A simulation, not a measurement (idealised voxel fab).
Process module name: voxel plated lines
FYI the section here is cut, 235 nm wide, cells are 5 nm squares.
Cross-section layout: square cells on a grid; listed as bands, top to bottom; a band spans one or more cell rows. Top, bottom (nm), then materials left to right with widths (nm); lone material tagged "edge to edge" fills the whole band edge to edge; "blank" = empty space. Zero point of the height axis is 0; under it, received wafer = one material. Lowest band: continues down indefinitely, "0 and below". Graded width ("30 to 40"): value in top row of band = first number; value in bottom row = second number; row-to-row change constant. When a step is marked "stayed the same", none of the cells in the cross-section changed during that step. Each empty space that has no open way to the top and spans at least 8 cells appears under "Closed cavity list" as width x height at distance, the distance counted from the left edge, all in nm. Text after the settings on a step's line: the simulator's own remark on that step. If you see "overlay nm" on a step's line and that step has a mask, it's telling you how far right of where it was planned the mask ended up; a negative number means it went left instead.
# Process steps foreseen in the plan
step 1: RECEIVE | material Si
step 2: CONFORMAL_DEP | material SiO2 | thk nm 15
step 3: DIRECTIONAL_DEP | material TiN | thk nm 5
step 4: PATTERN | tone open | mask id LINES | material resist | width nm 15 | pitch nm 35 | thk nm 35 | overlay nm 0
step 5: EPI | material Ru | thk nm 5
step 6: EPI | material Ru | thk nm 10
step 7: EPI | material Ru | thk nm 5
step 8: STRIP | etch materials resist
step 9: DIRECTIONAL_ETCH | etch materials TiN | depth nm 5
step 10: CONFORMAL_DEP | material SiN | thk nm 5
# Received-state cross-section, reflecting completion of step 1
- 0 and below  Si edge to edge
- Closed cavity list: none
# Post-module cross-section of the first of two wafers (run per plan)
- 45 down to 40  blank 85 / SiN 25 / blank 10 / SiN 25 / blank 90
- 40 down to 20  blank 85 / SiN 5 / Ru 15 / SiN 5 / blank 10 / SiN 5 / Ru 15 / SiN 5 / blank 90
- 20 down to 15  SiN 90 / TiN 15 / SiN 20 / TiN 15 / SiN 95
- 15 down to 0  SiO2 edge to edge
- 0 and below  Si edge to edge
- Closed cavity list: none
# Cross-section, second wafer: same start as the first, same plan as the first, one mistake in running it; taken at the end of the module
- 45 down to 40  blank 75 / SiN 25 / blank 10 / SiN 25 / blank 100
- 40 down to 20  blank 75 / SiN 5 / Ru 15 / SiN 5 / blank 10 / SiN 5 / Ru 15 / SiN 5 / blank 100
- 20 down to 15  SiN 80 / TiN 15 / SiN 20 / TiN 15 / SiN 105
- 15 down to 0  SiO2 edge to edge
- 0 and below  Si edge to edge
- Closed cavity list: none
Against the plan, the run slipped here: step 4 did not use the planned setting and instead ran as PATTERN | tone open | mask id LINES | material resist | width nm 15 | pitch nm 35 | thk nm 35 | overlay nm -10
Same inventory, different map: at the end, the second wafer holds as many cells of each material as the first, placed elsewhere.
